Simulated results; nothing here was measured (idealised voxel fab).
process module | voxel ribs on slabs
cross-section cut | 295 nm wide | cells 5 nm
A cross-section is a grid of square cells, given in bands from the top down. A band is one or more rows of cells.
Each band's line starts with the height of the band's top and of its bottom, in nm. Then come its materials from left to right, each with its width in nm. One material with "throughout" fills the band from edge to edge. "air" is empty space.
Height 0 is the level under which the wafer as received is all one material. The lowest band goes on downwards, as in "0 down".
A width such as "30 to 40" changes by the same amount from each row of cells to the next, from the band's top row to its bottom row.
"no change" after a step means that no cell of the cross-section changed.
closed voids: empty space of 8 cells or more with no open way to the top, each as width x height at its distance from the left edge, in nm
after a step's settings: what the simulator itself notes on the step
overlay nm, on a step with a mask: how far to the right of its planned place the mask lay; to the left if negative
plan
1 op RECEIVE | material Si
2 op DIRECTIONAL_DEP | material SiO2 | thk nm 25
3 op DIRECTIONAL_DEP | material SiN | thk nm 25
4 op PATTERN | tone cover | mask id RIB | material resist | width nm 15 | thk nm 15 | overlay nm 0
5 op DIRECTIONAL_ETCH | etch materials SiN | depth nm 5
6 op STRIP | etch materials resist
7 op MASKED_ETCH | tone cover | mask id SLAB | width nm 55 | etch materials SiN | depth nm 20 | overlay nm 0
8 op FILL_DEP | material SiO2 | thk nm 30
9 op CMP | height nm 70
10 op DIRECTIONAL_DEP | material TiN | thk nm 10
11 op MASKED_ETCH | tone cover | mask id HEATER | width nm 25 | etch materials TiN | depth nm 10 | overlay nm 0
12 op CONFORMAL_DEP | material SiO2 | thk nm 5
as received, after step 1
  0 down: Si throughout
  closed voids: none
first wafer at the end, as planned
  85 to 80: air 130 | SiO2 35 | air 130
  80 to 75: air 130 | SiO2 5 | TiN 25 | SiO2 5 | air 130
  75 to 70: SiO2 135 | TiN 25 | SiO2 135
  70 to 50: SiO2 throughout
  50 to 45: SiO2 140 | SiN 15 | SiO2 140
  45 to 25: SiO2 120 | SiN 55 | SiO2 120
  25 to 0: SiO2 throughout
  0 down: Si throughout
  closed voids: none
second wafer at the end: like start, like plan, one mistake
  85 to 80: air 130 | SiO2 35 | air 130
  80 to 75: air 130 | SiO2 5 | TiN 25 | SiO2 5 | air 130
  75 to 70: SiO2 135 | TiN 25 | SiO2 135
  70 to 50: SiO2 throughout
  50 to 45: SiO2 140 | SiN 15 | SiO2 140
  45 to 25: SiO2 125 | SiN 45 | SiO2 125
  25 to 0: SiO2 throughout
  0 down: Si throughout
  closed voids: none
what went wrong: step 7 ran as: op MASKED_ETCH | tone cover | mask id SLAB | width nm 45 | etch materials SiN | depth nm 20 | overlay nm 0
at the end the second wafer has, in cells: 8 fewer of SiN | 8 more of SiO2
